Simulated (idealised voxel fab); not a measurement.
Process module, titled voxel self aligned contacts
In the cross-section labelled cut, the width is 230 nm and each square cell is 5 nm.
Cross-sections here: square-cell grids, written as top-down lists of bands, a band being one or more rows of cells. Each band's line starts with the height of the band's top and of its bottom, in nm. Then come its materials from left to right, each with its width in nm. One material with "all across" fills the band from edge to edge. "air" is empty space. Basically, 0 is our baseline, since under it the wafer straight out of the box is all one material. The bottom band has no lower end and keeps on going down, so it looks like "0 down". The two numbers in a width such as "30..40" mark its ends across the band: the first belongs to the top row of cells, the second to the bottom row, and from each row to the next the width moves by the same amount. The designation "all unchanged", where it is given for a processing step, indicates that no cell of the cross-section was altered in the course of that step. So "Closed void listing" is basically the list of trapped voids: any empty space of 8 cells or more that can't reach the top through an opening. They're written width x height at distance, the distance being from the left edge, and it's all nm. Post-settings text on a step line: simulator's own remark regarding the step. overlay nm: right-of-plan distance of the mask on a masked step; negative values mean left-of-plan.

# Process steps - plan
1: RECEIVE,material Si
2: OXIDIZE,depth nm 5
3: DIRECTIONAL_DEP,material polySi,thk nm 30
4: DIRECTIONAL_DEP,material SiN,thk nm 20
5: MASKED_ETCH,tone cover,mask id GATE,width nm 30,pitch nm 75,etch materials SiN,depth nm 20,overlay nm 0
6: MASKED_ETCH,tone cover,mask id GATE,width nm 30,pitch nm 75,etch materials polySi,depth nm 30,overlay nm 0
7: CONFORMAL_DEP,material SiN,thk nm 10
8: DIRECTIONAL_ETCH,etch materials SiN,depth nm 10
9: FILL_DEP,material SiO2,thk nm 15
10: CMP,height nm 55
11: DIRECTIONAL_DEP,material aC,thk nm 15
12: PATTERN,tone open,mask id CONTACT,material resist,width nm 55,pitch nm 75,thk nm 35,overlay nm 0
13: DIRECTIONAL_ETCH,etch materials aC,depth nm 15
14: STRIP,etch materials resist
15: DIRECTIONAL_ETCH,etch materials SiO2,depth nm 60
16: STRIP,etch materials aC
17: CONFORMAL_DEP,material TiN,thk nm 5
18: FILL_DEP,material Ru,thk nm 5
19: CMP,height nm 55
20: CONFORMAL_DEP,material SiCN,thk nm 5

# First of two wafers, processed according to plan

# So this is the incoming wafer in cross-section - it's already been through step 1
- 0 down: Si all across
- Closed void listing: none

# Sectional view: wafer, after step 2
- 0 to -5: SiO2 all across
- below -5: unchanged

# Sectional view: wafer, after step 3
- 30 to 0: polySi all across
- below 0: unchanged

# Sectional view: wafer, after step 4
- 50 to 30: SiN all across
- below 30: unchanged

# Sectional view: wafer, after step 5
- 50 to 30: air=25 / SiN=30 / air=45 / SiN=30 / air=45 / SiN=30 / air=25
- below 30: unchanged

# Sectional view: wafer, after step 6
- 50 to 30: air=25 / SiN=30 / air=45 / SiN=30 / air=45 / SiN=30 / air=25
- 30 to 0: air=25 / polySi=30 / air=45 / polySi=30 / air=45 / polySi=30 / air=25
- below 0: unchanged

# Sectional view: wafer, after step 7
- 60 to 30: air=15 / SiN=50 / air=25 / SiN=50 / air=25 / SiN=50 / air=15
- 30 to 10: air=15 / SiN=10 / polySi=30 / SiN=10 / air=25 / SiN=10 / polySi=30 / SiN=10 / air=25 / SiN=10 / polySi=30 / SiN=10 / air=15
- 10 to 0: SiN=25 / polySi=30 / SiN=45 / polySi=30 / SiN=45 / polySi=30 / SiN=25
- below 0: unchanged

# Sectional view: wafer, after step 8
- 50 to 30: air=15 / SiN=50 / air=25 / SiN=50 / air=25 / SiN=50 / air=15
- 30 to 0: air=15 / SiN=10 / polySi=30 / SiN=10 / air=25 / SiN=10 / polySi=30 / SiN=10 / air=25 / SiN=10 / polySi=30 / SiN=10 / air=15
- below 0: unchanged

# Sectional view: wafer, after step 9
- 65 to 50: SiO2 all across
- 50 to 30: SiO2=15 / SiN=50 / SiO2=25 / SiN=50 / SiO2=25 / SiN=50 / SiO2=15
- 30 to 0: SiO2=15 / SiN=10 / polySi=30 / SiN=10 / SiO2=25 / SiN=10 / polySi=30 / SiN=10 / SiO2=25 / SiN=10 / polySi=30 / SiN=10 / SiO2=15
- below 0: unchanged

# Sectional view: wafer, after step 10
- 55 to 50: SiO2 all across
- below 50: unchanged

# Sectional view: wafer, after step 11
- 70 to 55: aC all across
- below 55: unchanged

# Sectional view: wafer, after step 12
- 105 to 70: resist=50 / air=55 / resist=20 / air=55 / resist=50
- below 70: unchanged

# Sectional view: wafer, after step 13
- 90 to 70: resist=50 / air=55 / resist=20 / air=55 / resist=50
- 70 to 55: aC=50 / air=55 / aC=20 / air=55 / aC=50
- below 55: unchanged

# Sectional view: wafer, after step 14
- 70 to 55: aC=50 / air=55 / aC=20 / air=55 / aC=50
- below 55: unchanged

# Sectional view: wafer, after step 15
- 70 to 55: aC=50 / air=55 / aC=20 / air=55 / aC=50
- 55 to 50: SiO2=50 / air=55 / SiO2=20 / air=55 / SiO2=50
- 50 to 30: SiO2=15 / SiN=50 / air=25 / SiN=50 / air=25 / SiN=50 / SiO2=15
- 30 to 0: SiO2=15 / SiN=10 / polySi=30 / SiN=10 / air=25 / SiN=10 / polySi=30 / SiN=10 / air=25 / SiN=10 / polySi=30 / SiN=10 / SiO2=15
- 0 to -5: SiO2=65 / air=25 / SiO2=50 / air=25 / SiO2=65
- below -5: unchanged

# Sectional view: wafer, after step 16
- 55 to 50: SiO2=50 / air=55 / SiO2=20 / air=55 / SiO2=50
- below 50: unchanged

# Sectional view: wafer, after step 17
- 60 to 55: TiN=55 / air=45 / TiN=30 / air=45 / TiN=55
- 55 to 50: SiO2=50 / TiN=20 / air=15 / TiN=20 / SiO2=20 / TiN=20 / air=15 / TiN=20 / SiO2=50
- 50 to 30: SiO2=15 / SiN=50 / TiN=5 / air=15 / TiN=5 / SiN=50 / TiN=5 / air=15 / TiN=5 / SiN=50 / SiO2=15
- 30 to 0: SiO2=15 / SiN=10 / polySi=30 / SiN=10 / TiN=5 / air=15 / TiN=5 / SiN=10 / polySi=30 / SiN=10 / TiN=5 / air=15 / TiN=5 / SiN=10 / polySi=30 / SiN=10 / SiO2=15
- 0 to -5: SiO2=65 / TiN=25 / SiO2=50 / TiN=25 / SiO2=65
- below -5: unchanged

# Sectional view: wafer, after step 18
- 65 to 60: Ru all across
- 60 to 55: TiN=55 / Ru=45 / TiN=30 / Ru=45 / TiN=55
- 55 to 50: SiO2=50 / TiN=20 / Ru=15 / TiN=20 / SiO2=20 / TiN=20 / Ru=15 / TiN=20 / SiO2=50
- 50 to 30: SiO2=15 / SiN=50 / TiN=5 / Ru=15 / TiN=5 / SiN=50 / TiN=5 / Ru=15 / TiN=5 / SiN=50 / SiO2=15
- 30 to 0: SiO2=15 / SiN=10 / polySi=30 / SiN=10 / TiN=5 / Ru=15 / TiN=5 / SiN=10 / polySi=30 / SiN=10 / TiN=5 / Ru=15 / TiN=5 / SiN=10 / polySi=30 / SiN=10 / SiO2=15
- below 0: unchanged

# Sectional view: wafer, after step 19
- 55 to 50: SiO2=50 / TiN=20 / Ru=15 / TiN=20 / SiO2=20 / TiN=20 / Ru=15 / TiN=20 / SiO2=50
- below 50: unchanged

# Sectional view: wafer, after step 20
- 60 to 55: SiCN all across
- below 55: unchanged

# Second wafer, same starting conditions and recipe as the first, one mistake in executing it, nothing differs from the first up to and including step 4

# Second wafer profile in section, at the moment step 5 of the plan was meant to be complete
- 50 to 30: SiN=25 / air=30 / SiN=45 / air=30 / SiN=45 / air=30 / SiN=25
- below 30: unchanged

Second wafer profile in section, at the moment step 6 of the plan was meant to be complete: all unchanged

# Second wafer profile in section, at the moment step 7 of the plan was meant to be complete
- 60 to 40: SiN=35 / air=10 / SiN=65 / air=10 / SiN=65 / air=10 / SiN=35
- 40 to 30: SiN all across
- below 30: unchanged

# Second wafer profile in section, at the moment step 8 of the plan was meant to be complete
- 50 to 30: SiN=35 / air=10 / SiN=65 / air=10 / SiN=65 / air=10 / SiN=35
- below 30: unchanged

# Second wafer profile in section, at the moment step 9 of the plan was meant to be complete
- 65 to 50: SiO2 all across
- 50 to 30: SiN=35 / SiO2=10 / SiN=65 / SiO2=10 / SiN=65 / SiO2=10 / SiN=35
- below 30: unchanged

# Second wafer profile in section, at the moment step 10 of the plan was meant to be complete
- 55 to 50: SiO2 all across
- below 50: unchanged

# Second wafer profile in section, at the moment step 11 of the plan was meant to be complete
- 70 to 55: aC all across
- below 55: unchanged

# Second wafer profile in section, at the moment step 12 of the plan was meant to be complete
- 105 to 70: resist=50 / air=55 / resist=20 / air=55 / resist=50
- below 70: unchanged

# Second wafer profile in section, at the moment step 13 of the plan was meant to be complete
- 90 to 70: resist=50 / air=55 / resist=20 / air=55 / resist=50
- 70 to 55: aC=50 / air=55 / aC=20 / air=55 / aC=50
- below 55: unchanged

# Second wafer profile in section, at the moment step 14 of the plan was meant to be complete
- 70 to 55: aC=50 / air=55 / aC=20 / air=55 / aC=50
- below 55: unchanged

# Second wafer profile in section, at the moment step 15 of the plan was meant to be complete
- 70 to 55: aC=50 / air=55 / aC=20 / air=55 / aC=50
- 55 to 50: SiO2=50 / air=55 / SiO2=20 / air=55 / SiO2=50
- below 50: unchanged

# Second wafer profile in section, at the moment step 16 of the plan was meant to be complete
- 55 to 50: SiO2=50 / air=55 / SiO2=20 / air=55 / SiO2=50
- below 50: unchanged

# Second wafer profile in section, at the moment step 17 of the plan was meant to be complete
- 60 to 55: TiN=55 / air=45 / TiN=30 / air=45 / TiN=55
- 55 to 50: SiO2=50 / TiN=55 / SiO2=20 / TiN=55 / SiO2=50
- below 50: unchanged

# Second wafer profile in section, at the moment step 18 of the plan was meant to be complete
- 65 to 60: Ru all across
- 60 to 55: TiN=55 / Ru=45 / TiN=30 / Ru=45 / TiN=55
- below 55: unchanged

# Second wafer profile in section, at the moment step 19 of the plan was meant to be complete
- 55 to 50: SiO2=50 / TiN=55 / SiO2=20 / TiN=55 / SiO2=50
- below 50: unchanged

# Second wafer profile in section, at the moment step 20 of the plan was meant to be complete
- 60 to 55: SiCN all across
- below 55: unchanged
Heads up, the wafer didn't run the way we planned it: step 5 was not run as planned; what actually ran was MASKED_ETCH,tone open,mask id GATE,width nm 30,pitch nm 75,etch materials SiN,depth nm 20,overlay nm 0
Bottom line after processing is that, in cells, the second wafer is up or down on some materials versus the first: 66 fewer of Ru, 32 fewer of SiN, 26 fewer of SiO2, 44 fewer of TiN, 168 more of polySi
